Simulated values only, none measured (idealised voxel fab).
process module | voxel double patterning
cross-section cut | 205 nm wide | cells 5 nm
A cross-section is a grid of square cells, given in bands from the top down. A band is one or more rows of cells.
Each band's line starts with the height of the band's top and of its bottom, in nm. Then come its materials from left to right, each with its width in nm. One material with "throughout" fills the band from edge to edge. "air" is empty space.
Height 0 is the level under which the wafer as received is all one material. The lowest band goes on downwards, as in "0 down".
A width such as "30 to 40" changes by the same amount from each row of cells to the next, from the band's top row to its bottom row.
"no change" after a step means that no cell of the cross-section changed.
closed voids: empty space of 8 cells or more with no open way to the top, each as width x height at its distance from the left edge, in nm
after a step's settings: what the simulator itself notes on the step
overlay nm, on a step with a mask: how far to the right of its planned place the mask lay; to the left if negative
plan
1 op RECEIVE | material Si
2 op CONFORMAL_DEP | material SiO2 | thk nm 10
3 op DIRECTIONAL_DEP | material TiN | thk nm 15
4 op DIRECTIONAL_DEP | material SiCN | thk nm 10
5 op MASKED_ETCH | tone open | mask id FIRST | width nm 15 | pitch nm 50 | etch materials SiCN | depth nm 10 | overlay nm 0
6 op MASKED_ETCH | tone open | mask id SECOND | width nm 15 | etch materials SiCN | depth nm 10 | overlay nm -15
7 op DIRECTIONAL_ETCH | etch materials TiN | depth nm 15
8 op STRIP | etch materials SiCN
varied across the wafers: overlay nm of step 6. The plan shows the first wafer's value. All wafers start alike
first wafer as received, after step 1
  0 down: Si throughout
  closed voids: none
each wafer at the end: cells of each material gained (+) or lost (-) since it was received, then its closed voids
overlay nm -15 | +82 SiO2 | +99 TiN | closed voids: none
overlay nm -10 | +82 SiO2 | +96 TiN | closed voids: none
overlay nm -5 | +82 SiO2 | +96 TiN | closed voids: none
overlay nm 0 | +82 SiO2 | +96 TiN | closed voids: none
overlay nm 5 | +82 SiO2 | +96 TiN | closed voids: none
overlay nm 10 | +82 SiO2 | +96 TiN | closed voids: none
overlay nm 15 | +82 SiO2 | +99 TiN | closed voids: none
